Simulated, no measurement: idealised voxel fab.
process module | voxel capacitor over wiring
cross-section cut | 275 nm wide | cells 5 nm
A cross-section is a grid of square cells, given in bands from the top down. A band is one or more rows of cells.
Each band's line starts with the height of the band's top and of its bottom, in nm. Then come its materials from left to right, each with its width in nm. One material with "throughout" fills the band from edge to edge. "air" is empty space.
Height 0 is the level under which the wafer as received is all one material. The lowest band goes on downwards, as in "0 down".
A width such as "30 to 40" changes by the same amount from each row of cells to the next, from the band's top row to its bottom row.
"no change" after a step means that no cell of the cross-section changed.
closed voids: empty space of 8 cells or more with no open way to the top, each as width x height at its distance from the left edge, in nm
after a step's settings: what the simulator itself notes on the step
overlay nm, on a step with a mask: how far to the right of its planned place the mask lay; to the left if negative
Each pair below shows a cross-section before one step and the cross-section after it, down to the lowest band that changed. The line under each pair gives the step between them, with its settings. The pairs can come from different runs of this module on the same starting wafer, so a pair continues from the pair above only where its "before" says so.
before
  0 down: Si throughout
  closed voids: none
after
  10 to 0: SiO2 throughout
  below 0: unchanged
  closed voids: none
the step between: op CONFORMAL_DEP | material SiO2 | thk nm 10
before: the cross-section after the pair above
after
  15 to 10: TiN throughout
  below 10: unchanged
  closed voids: none
the step between: op DIRECTIONAL_DEP | material TiN | thk nm 5
before: the cross-section after the pair above
after
  35 to 15: W throughout
  below 15: unchanged
  closed voids: none
the step between: op DIRECTIONAL_DEP | material W | thk nm 20
before: the cross-section after the pair above
after
  50 to 35: air 75 | resist 30 | air 65 | resist 30 | air 75
  below 35: unchanged
  closed voids: none
the step between: op PATTERN | tone cover | mask id METAL_1 | material resist | width nm 30 | pitch nm 95 | thk nm 15 | overlay nm 0
before: the cross-section after the pair above
after
  50 to 35: air 75 | resist 30 | air 65 | resist 30 | air 75
  35 to 15: air 75 | W 30 | air 65 | W 30 | air 75
  below 15: unchanged
  closed voids: none
the step between: op DIRECTIONAL_ETCH | etch materials W | depth nm 20
before: the cross-section after the pair above
after
  50 to 35: air 75 | resist 30 | air 65 | resist 30 | air 75
  35 to 15: air 75 | W 30 | air 65 | W 30 | air 75
  15 to 10: air 75 | TiN 30 | air 65 | TiN 30 | air 75
  below 10: unchanged
  closed voids: none
the step between: op DIRECTIONAL_ETCH | etch materials TiN | depth nm 5
before: the cross-section after the pair above
after
  35 to 15: air 75 | W 30 | air 65 | W 30 | air 75
  below 15: unchanged
  closed voids: none
the step between: op STRIP | etch materials resist
before: the cross-section after the pair above
after
  45 to 35: lowk throughout
  35 to 15: lowk 75 | W 30 | lowk 65 | W 30 | lowk 75
  15 to 10: lowk 75 | TiN 30 | lowk 65 | TiN 30 | lowk 75
  below 10: unchanged
  closed voids: none
the step between: op FILL_DEP | material lowk | thk nm 10
before: the cross-section after the pair above
after
  35 to 15: lowk 75 | W 30 | lowk 65 | W 30 | lowk 75
  below 15: unchanged
  closed voids: none
the step between: op CMP | height nm 35
before: the cross-section after the pair above
after
  40 to 35: SiCN throughout
  below 35: unchanged
  closed voids: none
the step between: op CONFORMAL_DEP | material SiCN | thk nm 5
before: the cross-section after the pair above
after
  50 to 40: lowk throughout
  below 40: unchanged
  closed voids: none
the step between: op DIRECTIONAL_DEP | material lowk | thk nm 10
before: the cross-section after the pair above
after
  65 to 50: aC throughout
  below 50: unchanged
  closed voids: none
the step between: op DIRECTIONAL_DEP | material aC | thk nm 15
before: the cross-section after the pair above
after
  100 to 65: resist 90 | air 15 | resist 170
  below 65: unchanged
  closed voids: none
the step between: op PATTERN | tone open | mask id PLUG_1 | material resist | width nm 15 | thk nm 35 | overlay nm 0
before: the cross-section after the pair above
after
  85 to 65: resist 90 | air 15 | resist 170
  65 to 50: aC 90 | air 15 | aC 170
  below 50: unchanged
  closed voids: none
the step between: op DIRECTIONAL_ETCH | etch materials aC | depth nm 15
before: the cross-section after the pair above
after
  65 to 50: aC 90 | air 15 | aC 170
  below 50: unchanged
  closed voids: none
the step between: op STRIP | etch materials resist
before: the cross-section after the pair above
after
  65 to 50: aC 90 | air 15 | aC 170
  50 to 40: lowk 90 | air 15 | lowk 170
  below 40: unchanged
  closed voids: none
the step between: op DIRECTIONAL_ETCH | etch materials lowk | depth nm 10
before: the cross-section after the pair above
after
  65 to 50: aC 90 | air 15 | aC 170
  50 to 40: lowk 90 | air 15 | lowk 170
  40 to 35: SiCN 90 | air 15 | SiCN 170
  below 35: unchanged
  closed voids: none
the step between: op DIRECTIONAL_ETCH | etch materials SiCN | depth nm 5
before: the cross-section after the pair above
after
  50 to 40: lowk 90 | air 15 | lowk 170
  below 40: unchanged
  closed voids: none
the step between: op STRIP | etch materials aC
before: the cross-section after the pair above
after
  50 to 45: lowk 90 | air 15 | lowk 170
  45 to 40: lowk 90 | Ru 15 | lowk 170
  40 to 35: SiCN 90 | Ru 15 | SiCN 170
  below 35: unchanged
  closed voids: none
the step between: op EPI | material Ru | thk nm 10
before: the cross-section after the pair above
after
  50 to 40: lowk 90 | Ru 15 | lowk 170
  below 40: unchanged
  closed voids: none
the step between: op EPI | material Ru | thk nm 5
before: the cross-section after the pair above
after
  60 to 50: TiN throughout
  below 50: unchanged
  closed voids: none
the step between: op DIRECTIONAL_DEP | material TiN | thk nm 10
before: the cross-section after the pair above
after
  65 to 60: SiN throughout
  below 60: unchanged
  closed voids: none
the step between: op DIRECTIONAL_DEP | material SiN | thk nm 5
before: the cross-section after the pair above
after
  70 to 65: TiN throughout
  below 65: unchanged
  closed voids: none
the step between: op DIRECTIONAL_DEP | material TiN | thk nm 5
before: the cross-section after the pair above
after
  70 to 65: air 90 | TiN 70 | air 115
  below 65: unchanged
  closed voids: none
the step between: op MASKED_ETCH | tone cover | mask id UPPER_PLATE | width nm 70 | etch materials TiN | depth nm 5 | overlay nm 0
before: the cross-section after the pair above
after
  70 to 65: air 90 | TiN 70 | air 115
  65 to 60: air 90 | SiN 70 | air 115
  below 60: unchanged
  closed voids: none
the step between: op MASKED_ETCH | tone cover | mask id UPPER_PLATE | width nm 70 | etch materials SiN | depth nm 5 | overlay nm 0
before: the cross-section after the pair above
after
  70 to 65: air 90 | TiN 70 | air 115
  65 to 60: air 90 | SiN 70 | air 115
  60 to 50: air 85 | TiN 80 | air 110
  below 50: unchanged
  closed voids: none
the step between: op MASKED_ETCH | tone cover | mask id LOWER_PLATE | width nm 80 | etch materials TiN | depth nm 10 | overlay nm 0
before: the cross-section after the pair above
after
  85 to 70: SiO2 throughout
  70 to 65: SiO2 90 | TiN 70 | SiO2 115
  65 to 60: SiO2 90 | SiN 70 | SiO2 115
  60 to 50: SiO2 85 | TiN 80 | SiO2 110
  below 50: unchanged
  closed voids: none
the step between: op FILL_DEP | material SiO2 | thk nm 15
before: the cross-section after the pair above
after
  80 to 70: SiO2 throughout
  below 70: unchanged
  closed voids: none
the step between: op CMP | height nm 80
before: the cross-section after the pair above
after
  90 to 80: aC throughout
  below 80: unchanged
  closed voids: none
the step between: op DIRECTIONAL_DEP | material aC | thk nm 10
before: the cross-section after the pair above
after
  115 to 90: resist 100 | air 15 | resist 160
  below 90: unchanged
  closed voids: none
the step between: op PATTERN | tone open | mask id PLUG_2 | material resist | width nm 15 | thk nm 25 | overlay nm 0
before: the cross-section after the pair above
after
  105 to 90: resist 100 | air 15 | resist 160
  90 to 80: aC 100 | air 15 | aC 160
  below 80: unchanged
  closed voids: none
the step between: op DIRECTIONAL_ETCH | etch materials aC | depth nm 10
before: the cross-section after the pair above
after
  90 to 80: aC 100 | air 15 | aC 160
  below 80: unchanged
  closed voids: none
the step between: op STRIP | etch materials resist
before: the cross-section after the pair above
after
  90 to 80: aC 100 | air 15 | aC 160
  80 to 70: SiO2 100 | air 15 | SiO2 160
  below 70: unchanged
  closed voids: none
the step between: op DIRECTIONAL_ETCH | etch materials SiO2 | depth nm 10
before: the cross-section after the pair above
after
  80 to 70: SiO2 100 | air 15 | SiO2 160
  below 70: unchanged
  closed voids: none
the step between: op STRIP | etch materials aC
before: the cross-section after the pair above
after
  85 to 80: TiN 105 | air 5 | TiN 165
  80 to 75: SiO2 100 | TiN 5 | air 5 | TiN 5 | SiO2 160
  75 to 65: SiO2 100 to 90 | TiN 15 to 70 | SiO2 160 to 115
  below 65: unchanged
  closed voids: none
the step between: op CONFORMAL_DEP | material TiN | thk nm 5
before: the cross-section after the pair above
after
  95 to 85: Cu throughout
  85 to 80: TiN 105 | Cu 5 | TiN 165
  80 to 75: SiO2 100 | TiN 5 | Cu 5 | TiN 5 | SiO2 160
  below 75: unchanged
  closed voids: none
the step between: op FILL_DEP | material Cu | thk nm 10
before: the cross-section after the pair above
after
  80 to 75: SiO2 100 | TiN 5 | Cu 5 | TiN 5 | SiO2 160
  below 75: unchanged
  closed voids: none
the step between: op CMP | height nm 80
before: the cross-section after the pair above
after
  85 to 80: SiCN throughout
  below 80: unchanged
  closed voids: none
the step between: op CONFORMAL_DEP | material SiCN | thk nm 5
before
  0 down: Si throughout
  closed voids: none
after
  5 to 0: TiN throughout
  below 0: unchanged
  closed voids: none
the step between: op DIRECTIONAL_DEP | material TiN | thk nm 5
before: the cross-section after the pair above
after
  25 to 5: W throughout
  below 5: unchanged
  closed voids: none
the step between: op DIRECTIONAL_DEP | material W | thk nm 20
before: the cross-section after the pair above
after
  40 to 25: air 75 | resist 30 | air 65 | resist 30 | air 75
  below 25: unchanged
  closed voids: none
the step between: op PATTERN | tone cover | mask id METAL_1 | material resist | width nm 30 | pitch nm 95 | thk nm 15 | overlay nm 0
before: the cross-section after the pair above
after
  40 to 25: air 75 | resist 30 | air 65 | resist 30 | air 75
  25 to 5: air 75 | W 30 | air 65 | W 30 | air 75
  below 5: unchanged
  closed voids: none
the step between: op DIRECTIONAL_ETCH | etch materials W | depth nm 20
before: the cross-section after the pair above
after
  40 to 25: air 75 | resist 30 | air 65 | resist 30 | air 75
  25 to 5: air 75 | W 30 | air 65 | W 30 | air 75
  5 to 0: air 75 | TiN 30 | air 65 | TiN 30 | air 75
  below 0: unchanged
  closed voids: none
the step between: op DIRECTIONAL_ETCH | etch materials TiN | depth nm 5
before: the cross-section after the pair above
after
  25 to 5: air 75 | W 30 | air 65 | W 30 | air 75
  below 5: unchanged
  closed voids: none
the step between: op STRIP | etch materials resist
before: the cross-section after the pair above
after
  35 to 25: lowk throughout
  25 to 5: lowk 75 | W 30 | lowk 65 | W 30 | lowk 75
  5 to 0: lowk 75 | TiN 30 | lowk 65 | TiN 30 | lowk 75
  below 0: unchanged
  closed voids: none
the step between: op FILL_DEP | material lowk | thk nm 10
before: the cross-section after the pair above
after
  40 to 35: SiCN throughout
  below 35: unchanged
  closed voids: none
the step between: op CONFORMAL_DEP | material SiCN | thk nm 5
before: the cross-section after the pair above
after
  50 to 40: lowk throughout
  below 40: unchanged
  closed voids: none
the step between: op DIRECTIONAL_DEP | material lowk | thk nm 10
before: the cross-section after the pair above
after
  65 to 50: aC throughout
  below 50: unchanged
  closed voids: none
the step between: op DIRECTIONAL_DEP | material aC | thk nm 15
before: the cross-section after the pair above
after
  100 to 65: resist 90 | air 15 | resist 170
  below 65: unchanged
  closed voids: none
the step between: op PATTERN | tone open | mask id PLUG_1 | material resist | width nm 15 | thk nm 35 | overlay nm 0
before: the cross-section after the pair above
after
  85 to 65: resist 90 | air 15 | resist 170
  65 to 50: aC 90 | air 15 | aC 170
  below 50: unchanged
  closed voids: none
the step between: op DIRECTIONAL_ETCH | etch materials aC | depth nm 15
before: the cross-section after the pair above
after
  65 to 50: aC 90 | air 15 | aC 170
  below 50: unchanged
  closed voids: none
the step between: op STRIP | etch materials resist
before: the cross-section after the pair above
after
  65 to 50: aC 90 | air 15 | aC 170
  50 to 40: lowk 90 | air 15 | lowk 170
  below 40: unchanged
  closed voids: none
the step between: op DIRECTIONAL_ETCH | etch materials lowk | depth nm 10
before: the cross-section after the pair above
after
  65 to 50: aC 90 | air 15 | aC 170
  50 to 40: lowk 90 | air 15 | lowk 170
  40 to 35: SiCN 90 | air 15 | SiCN 170
  below 35: unchanged
  closed voids: none
the step between: op DIRECTIONAL_ETCH | etch materials SiCN | depth nm 5
before: the cross-section after the pair above
after
  50 to 40: lowk 90 | air 15 | lowk 170
  below 40: unchanged
  closed voids: none
the step between: op STRIP | etch materials aC
before: the cross-section after the pair above
after
  60 to 50: TiN 90 | air 15 | TiN 170
  50 to 45: lowk 90 | air 15 | lowk 170
  45 to 40: lowk 90 | TiN 15 | lowk 170
  40 to 35: SiCN 90 | TiN 15 | SiCN 170
  below 35: unchanged
  closed voids: none
the step between: op DIRECTIONAL_DEP | material TiN | thk nm 10
before: the cross-section after the pair above
after
  65 to 60: SiN 90 | air 15 | SiN 170
  60 to 50: TiN 90 | air 15 | TiN 170
  50 to 45: lowk 90 | SiN 15 | lowk 170
  below 45: unchanged
  closed voids: none
the step between: op DIRECTIONAL_DEP | material SiN | thk nm 5
before: the cross-section after the pair above
after
  70 to 65: TiN 90 | air 15 | TiN 170
  65 to 60: SiN 90 | air 15 | SiN 170
  60 to 55: TiN 90 | air 15 | TiN 170
  55 to 50: TiN throughout
  below 50: unchanged
  closed voids: none
the step between: op DIRECTIONAL_DEP | material TiN | thk nm 5
before: the cross-section after the pair above
after
  70 to 65: air 105 | TiN 55 | air 115
  below 65: unchanged
  closed voids: none
the step between: op MASKED_ETCH | tone cover | mask id UPPER_PLATE | width nm 70 | etch materials TiN | depth nm 5 | overlay nm 0
before: the cross-section after the pair above
after
  70 to 65: air 105 | TiN 55 | air 115
  65 to 60: air 105 | SiN 55 | air 115
  below 60: unchanged
  closed voids: none
the step between: op MASKED_ETCH | tone cover | mask id UPPER_PLATE | width nm 70 | etch materials SiN | depth nm 5 | overlay nm 0
before: the cross-section after the pair above
after
  70 to 65: air 105 | TiN 55 | air 115
  65 to 60: air 105 | SiN 55 | air 115
  60 to 55: air 85 | TiN 5 | air 15 | TiN 60 | air 110
  55 to 50: air 85 | TiN 80 | air 110
  below 50: unchanged
  closed voids: none
the step between: op MASKED_ETCH | tone cover | mask id LOWER_PLATE | width nm 80 | etch materials TiN | depth nm 10 | overlay nm 0
before: the cross-section after the pair above
after
  85 to 70: SiO2 throughout
  70 to 65: SiO2 105 | TiN 55 | SiO2 115
  65 to 60: SiO2 105 | SiN 55 | SiO2 115
  60 to 55: SiO2 85 | TiN 5 | SiO2 15 | TiN 60 | SiO2 110
  55 to 50: SiO2 85 | TiN 80 | SiO2 110
  below 50: unchanged
  closed voids: none
the step between: op FILL_DEP | material SiO2 | thk nm 15
before: the cross-section after the pair above
after
  80 to 70: SiO2 throughout
  below 70: unchanged
  closed voids: none
the step between: op CMP | height nm 80
before: the cross-section after the pair above
after
  90 to 80: aC throughout
  below 80: unchanged
  closed voids: none
the step between: op DIRECTIONAL_DEP | material aC | thk nm 10
before: the cross-section after the pair above
after
  115 to 90: resist 100 | air 15 | resist 160
  below 90: unchanged
  closed voids: none
the step between: op PATTERN | tone open | mask id PLUG_2 | material resist | width nm 15 | thk nm 25 | overlay nm 0
before: the cross-section after the pair above
after
  105 to 90: resist 100 | air 15 | resist 160
  90 to 80: aC 100 | air 15 | aC 160
  below 80: unchanged
  closed voids: none
the step between: op DIRECTIONAL_ETCH | etch materials aC | depth nm 10
before: the cross-section after the pair above
after
  90 to 80: aC 100 | air 15 | aC 160
  below 80: unchanged
  closed voids: none
the step between: op STRIP | etch materials resist
before: the cross-section after the pair above
after
  90 to 80: aC 100 | air 15 | aC 160
  80 to 70: SiO2 100 | air 15 | SiO2 160
  below 70: unchanged
  closed voids: none
the step between: op DIRECTIONAL_ETCH | etch materials SiO2 | depth nm 10
before: the cross-section after the pair above
after
  80 to 70: SiO2 100 | air 15 | SiO2 160
  below 70: unchanged
  closed voids: none
the step between: op STRIP | etch materials aC
before: the cross-section after the pair above
after
  85 to 80: TiN 105 | air 5 | TiN 165
  80 to 75: SiO2 100 | TiN 5 | air 5 | TiN 5 | SiO2 160
  75 to 65: SiO2 100 to 105 | TiN 15 to 55 | SiO2 160 to 115
  below 65: unchanged
  closed voids: none
the step between: op CONFORMAL_DEP | material TiN | thk nm 5
before: the cross-section after the pair above
after
  95 to 85: Cu throughout
  85 to 80: TiN 105 | Cu 5 | TiN 165
  80 to 75: SiO2 100 | TiN 5 | Cu 5 | TiN 5 | SiO2 160
  below 75: unchanged
  closed voids: none
the step between: op FILL_DEP | material Cu | thk nm 10
before: the cross-section after the pair above
after
  80 to 75: SiO2 100 | TiN 5 | Cu 5 | TiN 5 | SiO2 160
  below 75: unchanged
  closed voids: none
the step between: op CMP | height nm 80
before: the cross-section after the pair above
after
  85 to 80: SiCN throughout
  below 80: unchanged
  closed voids: none
the step between: op CONFORMAL_DEP | material SiCN | thk nm 5
before
  50 to 45: lowk 90 | air 15 | lowk 170
  45 to 40: lowk 90 | Ru 15 | lowk 170
  40 to 35: SiCN 90 | Ru 15 | SiCN 170
  35 to 15: lowk 75 | W 30 | lowk 65 | W 30 | lowk 75
  15 to 10: lowk 75 | TiN 30 | lowk 65 | TiN 30 | lowk 75
  10 to 0: SiO2 throughout
  0 down: Si throughout
  closed voids: none
after
  55 to 50: air 85 | Ru 25 | air 165
  50 to 40: lowk 90 | Ru 15 | lowk 170
  below 40: unchanged
  closed voids: none
the step between: op EPI | material Ru | thk nm 10
before: the cross-section after the pair above
after
  60 to 50: air 80 | Ru 35 | air 160
  below 50: unchanged
  closed voids: none
the step between: op EPI | material Ru | thk nm 5
before: the cross-section after the pair above
after
  70 to 60: air 80 | TiN 35 | air 160
  60 to 50: TiN 80 | Ru 35 | TiN 160
  below 50: unchanged
  closed voids: none
the step between: op DIRECTIONAL_DEP | material TiN | thk nm 10
before: the cross-section after the pair above
after
  75 to 70: air 80 | SiN 35 | air 160
  70 to 65: air 80 | TiN 35 | air 160
  65 to 60: SiN 80 | TiN 35 | SiN 160
  below 60: unchanged
  closed voids: none
the step between: op DIRECTIONAL_DEP | material SiN | thk nm 5
before: the cross-section after the pair above
after
  80 to 75: air 80 | TiN 35 | air 160
  75 to 70: air 80 | SiN 35 | air 160
  70 to 65: TiN throughout
  below 65: unchanged
  closed voids: none
the step between: op DIRECTIONAL_DEP | material TiN | thk nm 5
before: the cross-section after the pair above
after
  80 to 75: air 90 | TiN 25 | air 160
  75 to 70: air 80 | SiN 35 | air 160
  70 to 65: air 80 | TiN 80 | air 115
  below 65: unchanged
  closed voids: none
the step between: op MASKED_ETCH | tone cover | mask id UPPER_PLATE | width nm 70 | etch materials TiN | depth nm 5 | overlay nm 0
before: the cross-section after the pair above
after
  80 to 75: air 90 | TiN 25 | air 160
  75 to 70: air 90 | SiN 25 | air 160
  70 to 65: air 80 | TiN 80 | air 115
  65 to 60: air 80 | TiN 35 | SiN 45 | air 115
  below 60: unchanged
  closed voids: none
the step between: op MASKED_ETCH | tone cover | mask id UPPER_PLATE | width nm 70 | etch materials SiN | depth nm 5 | overlay nm 0
before: the cross-section after the pair above
after
  80 to 75: air 90 | TiN 25 | air 160
  75 to 70: air 90 | SiN 25 | air 160
  70 to 65: air 85 | TiN 75 | air 115
  65 to 60: air 85 | TiN 30 | SiN 45 | air 115
  60 to 50: air 80 | Ru 35 | TiN 50 | air 110
  below 50: unchanged
  closed voids: none
the step between: op MASKED_ETCH | tone cover | mask id LOWER_PLATE | width nm 80 | etch materials TiN | depth nm 10 | overlay nm 0
before: the cross-section after the pair above
after
  95 to 80: SiO2 throughout
  80 to 75: SiO2 90 | TiN 25 | SiO2 160
  75 to 70: SiO2 90 | SiN 25 | SiO2 160
  70 to 65: SiO2 85 | TiN 75 | SiO2 115
  65 to 60: SiO2 85 | TiN 30 | SiN 45 | SiO2 115
  60 to 50: SiO2 80 | Ru 35 | TiN 50 | SiO2 110
  below 50: unchanged
  closed voids: none
the step between: op FILL_DEP | material SiO2 | thk nm 15
before: the cross-section after the pair above
after
  80 to 75: SiO2 90 | TiN 25 | SiO2 160
  below 75: unchanged
  closed voids: none
the step between: op CMP | height nm 80
before: the cross-section after the pair above
after
  90 to 80: aC throughout
  below 80: unchanged
  closed voids: none
the step between: op DIRECTIONAL_DEP | material aC | thk nm 10
before: the cross-section after the pair above
after
  115 to 90: resist 100 | air 15 | resist 160
  below 90: unchanged
  closed voids: none
the step between: op PATTERN | tone open | mask id PLUG_2 | material resist | width nm 15 | thk nm 25 | overlay nm 0
before: the cross-section after the pair above
after
  105 to 90: resist 100 | air 15 | resist 160
  90 to 80: aC 100 | air 15 | aC 160
  below 80: unchanged
  closed voids: none
the step between: op DIRECTIONAL_ETCH | etch materials aC | depth nm 10
before: the cross-section after the pair above
after
  90 to 80: aC 100 | air 15 | aC 160
  below 80: unchanged
  closed voids: none
the step between: op STRIP | etch materials resist
before: the cross-section after the pair above
after
  80 to 75: SiO2 90 | TiN 25 | SiO2 160
  below 75: unchanged
  closed voids: none
the step between: op STRIP | etch materials aC
before: the cross-section after the pair above
after
  85 to 80: TiN throughout
  below 80: unchanged
  closed voids: none
the step between: op CONFORMAL_DEP | material TiN | thk nm 5
before: the cross-section after the pair above
after
  95 to 85: Cu throughout
  below 85: unchanged
  closed voids: none
the step between: op FILL_DEP | material Cu | thk nm 10
before: the cross-section after the pair above
after
  80 to 75: SiO2 90 | TiN 25 | SiO2 160
  below 75: unchanged
  closed voids: none
the step between: op CMP | height nm 80
before: the cross-section after the pair above
after
  85 to 80: SiCN throughout
  below 80: unchanged
  closed voids: none
the step between: op CONFORMAL_DEP | material SiCN | thk nm 5
before
  10 to 0: SiO2 throughout
  0 down: Si throughout
  closed voids: none
after
  30 to 10: W throughout
  below 10: unchanged
  closed voids: none
the step between: op DIRECTIONAL_DEP | material W | thk nm 20
before: the cross-section after the pair above
after
  35 to 30: TiN throughout
  below 30: unchanged
  closed voids: none
the step between: op DIRECTIONAL_DEP | material TiN | thk nm 5
before: the cross-section after the pair above
after
  50 to 35: air 75 | resist 30 | air 65 | resist 30 | air 75
  below 35: unchanged
  closed voids: none
the step between: op PATTERN | tone cover | mask id METAL_1 | material resist | width nm 30 | pitch nm 95 | thk nm 15 | overlay nm 0
before: the cross-section after the pair above
after
  50 to 35: air 75 | resist 30 | air 65 | resist 30 | air 75
  35 to 30: air 75 | TiN 30 | air 65 | TiN 30 | air 75
  below 30: unchanged
  closed voids: none
the step between: op DIRECTIONAL_ETCH | etch materials TiN | depth nm 5
before: the cross-section after the pair above
after
  35 to 30: air 75 | TiN 30 | air 65 | TiN 30 | air 75
  below 30: unchanged
  closed voids: none
the step between: op STRIP | etch materials resist
before: the cross-section after the pair above
after
  45 to 35: lowk throughout
  35 to 30: lowk 75 | TiN 30 | lowk 65 | TiN 30 | lowk 75
  below 30: unchanged
  closed voids: none
the step between: op FILL_DEP | material lowk | thk nm 10
before: the cross-section after the pair above
after
  35 to 30: lowk 75 | TiN 30 | lowk 65 | TiN 30 | lowk 75
  below 30: unchanged
  closed voids: none
the step between: op CMP | height nm 35
before: the cross-section after the pair above
after
  40 to 35: SiCN throughout
  below 35: unchanged
  closed voids: none
the step between: op CONFORMAL_DEP | material SiCN | thk nm 5
before: the cross-section after the pair above
after
  50 to 40: lowk throughout
  below 40: unchanged
  closed voids: none
the step between: op DIRECTIONAL_DEP | material lowk | thk nm 10
before: the cross-section after the pair above
after
  65 to 50: aC throughout
  below 50: unchanged
  closed voids: none
the step between: op DIRECTIONAL_DEP | material aC | thk nm 15
before: the cross-section after the pair above
after
  100 to 65: resist 90 | air 15 | resist 170
  below 65: unchanged
  closed voids: none
the step between: op PATTERN | tone open | mask id PLUG_1 | material resist | width nm 15 | thk nm 35 | overlay nm 0
before: the cross-section after the pair above
after
  85 to 65: resist 90 | air 15 | resist 170
  65 to 50: aC 90 | air 15 | aC 170
  below 50: unchanged
  closed voids: none
the step between: op DIRECTIONAL_ETCH | etch materials aC | depth nm 15
before: the cross-section after the pair above
after
  65 to 50: aC 90 | air 15 | aC 170
  below 50: unchanged
  closed voids: none
the step between: op STRIP | etch materials resist
before: the cross-section after the pair above
after
  65 to 50: aC 90 | air 15 | aC 170
  50 to 40: lowk 90 | air 15 | lowk 170
  below 40: unchanged
  closed voids: none
the step between: op DIRECTIONAL_ETCH | etch materials lowk | depth nm 10
before: the cross-section after the pair above
after
  65 to 50: aC 90 | air 15 | aC 170
  50 to 40: lowk 90 | air 15 | lowk 170
  40 to 35: SiCN 90 | air 15 | SiCN 170
  below 35: unchanged
  closed voids: none
the step between: op DIRECTIONAL_ETCH | etch materials SiCN | depth nm 5
before: the cross-section after the pair above
after
  50 to 40: lowk 90 | air 15 | lowk 170
  below 40: unchanged
  closed voids: none
the step between: op STRIP | etch materials aC
before: the cross-section after the pair above
after
  50 to 45: lowk 90 | air 15 | lowk 170
  45 to 40: lowk 90 | Ru 15 | lowk 170
  40 to 35: SiCN 90 | Ru 15 | SiCN 170
  below 35: unchanged
  closed voids: none
the step between: op EPI | material Ru | thk nm 10
before: the cross-section after the pair above
after
  50 to 40: lowk 90 | Ru 15 | lowk 170
  below 40: unchanged
  closed voids: none
the step between: op EPI | material Ru | thk nm 5
before: the cross-section after the pair above
after
  60 to 50: TiN throughout
  below 50: unchanged
  closed voids: none
the step between: op DIRECTIONAL_DEP | material TiN | thk nm 10
before: the cross-section after the pair above
after
  65 to 60: SiN throughout
  below 60: unchanged
  closed voids: none
the step between: op DIRECTIONAL_DEP | material SiN | thk nm 5
before: the cross-section after the pair above
after
  70 to 65: TiN throughout
  below 65: unchanged
  closed voids: none
the step between: op DIRECTIONAL_DEP | material TiN | thk nm 5
before: the cross-section after the pair above
after
  70 to 65: air 90 | TiN 70 | air 115
  below 65: unchanged
  closed voids: none
the step between: op MASKED_ETCH | tone cover | mask id UPPER_PLATE | width nm 70 | etch materials TiN | depth nm 5 | overlay nm 0
before: the cross-section after the pair above
after
  70 to 65: air 90 | TiN 70 | air 115
  65 to 60: air 90 | SiN 70 | air 115
  below 60: unchanged
  closed voids: none
the step between: op MASKED_ETCH | tone cover | mask id UPPER_PLATE | width nm 70 | etch materials SiN | depth nm 5 | overlay nm 0
before: the cross-section after the pair above
after
  70 to 65: air 90 | TiN 70 | air 115
  65 to 60: air 90 | SiN 70 | air 115
  60 to 50: air 85 | TiN 80 | air 110
  below 50: unchanged
  closed voids: none
the step between: op MASKED_ETCH | tone cover | mask id LOWER_PLATE | width nm 80 | etch materials TiN | depth nm 10 | overlay nm 0
before: the cross-section after the pair above
after
  85 to 70: SiO2 throughout
  70 to 65: SiO2 90 | TiN 70 | SiO2 115
  65 to 60: SiO2 90 | SiN 70 | SiO2 115
  60 to 50: SiO2 85 | TiN 80 | SiO2 110
  below 50: unchanged
  closed voids: none
the step between: op FILL_DEP | material SiO2 | thk nm 15
before: the cross-section after the pair above
after
  80 to 70: SiO2 throughout
  below 70: unchanged
  closed voids: none
the step between: op CMP | height nm 80
before: the cross-section after the pair above
after
  90 to 80: aC throughout
  below 80: unchanged
  closed voids: none
the step between: op DIRECTIONAL_DEP | material aC | thk nm 10
before: the cross-section after the pair above
after
  115 to 90: resist 100 | air 15 | resist 160
  below 90: unchanged
  closed voids: none
the step between: op PATTERN | tone open | mask id PLUG_2 | material resist | width nm 15 | thk nm 25 | overlay nm 0
before: the cross-section after the pair above
after
  105 to 90: resist 100 | air 15 | resist 160
  90 to 80: aC 100 | air 15 | aC 160
  below 80: unchanged
  closed voids: none
the step between: op DIRECTIONAL_ETCH | etch materials aC | depth nm 10
before: the cross-section after the pair above
after
  90 to 80: aC 100 | air 15 | aC 160
  below 80: unchanged
  closed voids: none
the step between: op STRIP | etch materials resist
before: the cross-section after the pair above
after
  90 to 80: aC 100 | air 15 | aC 160
  80 to 70: SiO2 100 | air 15 | SiO2 160
  below 70: unchanged
  closed voids: none
the step between: op DIRECTIONAL_ETCH | etch materials SiO2 | depth nm 10
before: the cross-section after the pair above
after
  80 to 70: SiO2 100 | air 15 | SiO2 160
  below 70: unchanged
  closed voids: none
the step between: op STRIP | etch materials aC
before: the cross-section after the pair above
after
  85 to 80: TiN 105 | air 5 | TiN 165
  80 to 75: SiO2 100 | TiN 5 | air 5 | TiN 5 | SiO2 160
  75 to 65: SiO2 100 to 90 | TiN 15 to 70 | SiO2 160 to 115
  below 65: unchanged
  closed voids: none
the step between: op CONFORMAL_DEP | material TiN | thk nm 5
before: the cross-section after the pair above
after
  95 to 85: Cu throughout
  85 to 80: TiN 105 | Cu 5 | TiN 165
  80 to 75: SiO2 100 | TiN 5 | Cu 5 | TiN 5 | SiO2 160
  below 75: unchanged
  closed voids: none
the step between: op FILL_DEP | material Cu | thk nm 10
before: the cross-section after the pair above
after
  80 to 75: SiO2 100 | TiN 5 | Cu 5 | TiN 5 | SiO2 160
  below 75: unchanged
  closed voids: none
the step between: op CMP | height nm 80
before: the cross-section after the pair above
after
  85 to 80: SiCN throughout
  below 80: unchanged
  closed voids: none
the step between: op CONFORMAL_DEP | material SiCN | thk nm 5
before
  95 to 85: Cu throughout
  85 to 80: TiN 105 | Cu 5 | TiN 165
  80 to 75: SiO2 100 | TiN 5 | Cu 5 | TiN 5 | SiO2 160
  75 to 65: SiO2 100 to 90 | TiN 15 to 70 | SiO2 160 to 115
  65 to 60: SiO2 90 | SiN 70 | SiO2 115
  60 to 50: SiO2 85 | TiN 80 | SiO2 110
  50 to 40: lowk 90 | Ru 15 | lowk 170
  40 to 35: SiCN 90 | Ru 15 | SiCN 170
  35 to 15: lowk 75 | W 30 | lowk 65 | W 30 | lowk 75
  15 to 10: lowk 75 | TiN 30 | lowk 65 | TiN 30 | lowk 75
  10 to 0: SiO2 throughout
  0 down: Si throughout
  closed voids: none
after
  90 to 85: Cu throughout
  below 85: unchanged
  closed voids: none
the step between: op CMP | height nm 90
before: the cross-section after the pair above
after
  95 to 90: SiCN throughout
  below 90: unchanged
  closed voids: none
the step between: op CONFORMAL_DEP | material SiCN | thk nm 5
before
  35 to 15: W throughout
  15 to 10: TiN throughout
  10 to 0: SiO2 throughout
  0 down: Si throughout
  closed voids: none
after
  50 to 35: air 70 | resist 40 | air 55 | resist 40 | air 70
  below 35: unchanged
  closed voids: none
the step between: op PATTERN | tone cover | mask id METAL_1 | material resist | width nm 40 | pitch nm 95 | thk nm 15 | overlay nm 0
before: the cross-section after the pair above
after
  50 to 35: air 70 | resist 40 | air 55 | resist 40 | air 70
  35 to 15: air 70 | W 40 | air 55 | W 40 | air 70
  below 15: unchanged
  closed voids: none
the step between: op DIRECTIONAL_ETCH | etch materials W | depth nm 20
